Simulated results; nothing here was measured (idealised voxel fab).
Process module in this document: voxel trench capacitor
The cross-section shown here is cut; it is 300 nm wide and divided into square cells measuring 5 nm on a side.
If you're reading a cross-section in this doc, picture square cells in a grid; it comes to you as bands, top ones listed first down to the bottom, and a band can be one or more rows of cells. Each band's line starts with the height of the band's top and of its bottom, in nm. Then come its materials from left to right, each with its width in nm. One material with "edge to edge" fills the band from edge to edge. "air" is empty space. Height 0 is the level under which the wafer as received is all one material. The lowest band goes on downwards, as in "0 nm and below". So if you see something like "30 to 40" for the width, read it as the top row of the band sitting at the first number and the bottom row at the second, with every row in between moving by the same amount as the last. Step note "no alteration" = no cross-section cell changed. The label "Trapped voids" introduces a list of the empty spaces, 8 cells or larger, that have no open way up to the top; each entry in it reads width x height at distance, where the distance is taken from the left edge and all three are stated in nm. Step line, after settings: the simulator's comment on this step. Steps that use a mask can have "overlay nm" on their line. It says how far the mask sat to the right of where it was meant to be. Negative means to the left.

So here's the lineup of process steps we planned:
step 1: RECEIVE | material Si
step 2: CONFORMAL_DEP | material SiN | thk nm 10
step 3: MASKED_ETCH | tone open | mask id TRENCH | width nm 30 | pitch nm 55 | etch materials SiN | depth nm 10 | overlay nm 0
step 4: MASKED_ETCH | tone open | mask id TRENCH | width nm 30 | pitch nm 55 | etch materials Si | depth nm 30 | overlay nm 0
step 5: CONFORMAL_DEP | material HfO2 | thk nm 5
step 6: CONFORMAL_DEP | material TiN | thk nm 5
step 7: FILL_DEP | material W | thk nm 10
step 8: CMP | height nm 10

Incoming wafer in cross-section (state: after step 1):
  0 nm and below | Si edge to edge
  Trapped voids: none

Cross-section, first of two wafers, end of module, run as planned:
  10 nm to 0 nm | 50 SiN, 5 HfO2, 5 TiN, 10 W, 5 TiN, 5 HfO2, 25 SiN, 5 HfO2, 5 TiN, 10 W, 5 TiN, 5 HfO2, 25 SiN, 5 HfO2, 5 TiN, 10 W, 5 TiN, 5 HfO2, 25 SiN, 5 HfO2, 5 TiN, 10 W, 5 TiN, 5 HfO2, 55 SiN
  0 nm to -20 nm | 50 Si, 5 HfO2, 5 TiN, 10 W, 5 TiN, 5 HfO2, 25 Si, 5 HfO2, 5 TiN, 10 W, 5 TiN, 5 HfO2, 25 Si, 5 HfO2, 5 TiN, 10 W, 5 TiN, 5 HfO2, 25 Si, 5 HfO2, 5 TiN, 10 W, 5 TiN, 5 HfO2, 55 Si
  -20 nm to -25 nm | 50 Si, 5 HfO2, 20 TiN, 5 HfO2, 25 Si, 5 HfO2, 20 TiN, 5 HfO2, 25 Si, 5 HfO2, 20 TiN, 5 HfO2, 25 Si, 5 HfO2, 20 TiN, 5 HfO2, 55 Si
  -25 nm to -30 nm | 50 Si, 30 HfO2, 25 Si, 30 HfO2, 25 Si, 30 HfO2, 25 Si, 30 HfO2, 55 Si
  -30 nm and below | Si edge to edge
  Trapped voids: none

Here is the second of the two wafers cut open at the end of the module - same start, same plan as the first one, but we made one mistake running it:
  10 nm to 0 nm | 60 SiN, 5 HfO2, 20 to 10 TiN, 5 to 15 HfO2, 25 SiN, 5 HfO2, 20 to 10 TiN, 5 to 15 HfO2, 25 SiN, 5 HfO2, 20 to 10 TiN, 5 to 15 HfO2, 25 SiN, 5 HfO2, 20 to 10 TiN, 5 to 15 HfO2, 45 SiN
  0 nm to -25 nm | 60 Si, 5 HfO2, 10 TiN, 5 HfO2, 35 Si, 5 HfO2, 10 TiN, 5 HfO2, 35 Si, 5 HfO2, 10 TiN, 5 HfO2, 35 Si, 5 HfO2, 10 TiN, 5 HfO2, 55 Si
  -25 nm to -30 nm | 60 Si, 20 HfO2, 35 Si, 20 HfO2, 35 Si, 20 HfO2, 35 Si, 20 HfO2, 55 Si
  -30 nm and below | Si edge to edge
  Trapped voids: none
What broke from the plan during processing? rather than as planned, step 3 actually ran as MASKED_ETCH | tone open | mask id TRENCH | width nm 30 | pitch nm 55 | etch materials SiN | depth nm 10 | overlay nm 10
Looking at both finished wafers in cells, the second ends up ahead of or behind the first on some materials: Si: 48 more | W: 48 fewer
